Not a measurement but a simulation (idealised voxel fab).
This section sets out a process module, namely voxel local oxidation.
Cross-section cut spans 300 nm and uses square cells 5 nm in size.
Each cross-section below is a grid of square cells, stated as bands in top-down order, with one or more rows of cells making up each band.
Each band's line starts with the height of the band's top and of its bottom, in nm. Then come its materials from left to right, each with its width in nm. One material with "edge to edge" fills the band from edge to edge. "air" is empty space.
Measure heights from 0. That's the level where, below it, the as-received wafer is all one material. The lowest band is bottomless and extends downward; write it as in "0 down".
Quick explanation for "30 to 40": the width changes in equal steps down the rows of cells, from the first number in the band's top row to the second number in its bottom row.
Basically "no modifications" means that step didn't change any cell in the cross-section.
For the entry "Closed-off voids", the listed items are empty spaces with no open way to the top whose size is 8 cells or more; each item follows the pattern width x height at distance, where distance is from the left edge and all three are in nm.
Whatever follows a step's settings on its line is a remark the simulator itself makes about that step.
A step's line can hold "overlay nm"; with a mask on that step, the setting says how far right of the planned place the mask lay, while a negative setting says it lay to the left.
The following list gives the planned process steps:
1: RECEIVE with material Si
2: CONFORMAL_DEP with material SiO2, thk nm 5
3: CONFORMAL_DEP with material SiN, thk nm 15
4: PATTERN with tone cover, mask id ACTIVE, material resist, width nm 105, thk nm 20, overlay nm 0
5: DIRECTIONAL_ETCH with etch materials SiN, depth nm 15
6: STRIP with etch materials resist
7: SELECTIVE_ETCH with etch materials SiO2, depth nm 5
8: OXIDIZE with depth nm 10
9: STRIP with etch materials SiN
So, the first of our two wafers, run just as we planned it:
Wafer as received: cross-section following step 1:
* 0 down  Si edge to edge
* Closed-off voids: none
Wafer xsec, post step 2:
* 5 to 0  SiO2 edge to edge
* Heights below 0 show no change.
Wafer xsec, post step 3:
* 20 to 5  SiN edge to edge
* Heights below 5 show no change.
Wafer xsec, post step 4:
* 40 to 20  95 nm air, 105 nm resist, 100 nm air
* Heights below 20 show no change.
Wafer xsec, post step 5:
* 40 to 20  95 nm air, 105 nm resist, 100 nm air
* 20 to 5  95 nm air, 105 nm SiN, 100 nm air
* Heights below 5 show no change.
Wafer xsec, post step 6:
* 20 to 5  95 nm air, 105 nm SiN, 100 nm air
* Heights below 5 show no change.
Wafer xsec, post step 7:
* 20 to 5  95 nm air, 105 nm SiN, 100 nm air
* 5 to 0  100 nm air, 95 nm SiO2, 105 nm air
* Heights below 0 show no change.
Wafer xsec, post step 8:
* 20 to 5  95 nm air, 105 nm SiN, 100 nm air
* 5 to 0  100 nm air, 95 nm SiO2, 105 nm air
* 0 to -10  110 nm SiO2, 75 nm Si, 115 nm SiO2
* Heights below -10 show no change.
Wafer xsec, post step 9:
* 5 to 0  100 nm air, 95 nm SiO2, 105 nm air
* Heights below 0 show no change.
The second wafer: identical to the first at the outset and in its planned sequence, differing only in that one mistake was made during processing; up to and including step 8, its path is the first wafer's path:
Cross-sectional view of the second wafer at the intended end time of process step 9: no modifications
The plan and the run diverged here: step 9 of the plan was bypassed and not carried out
The second wafer ends with more or fewer cells of some materials than the first, per final count: +63 SiN
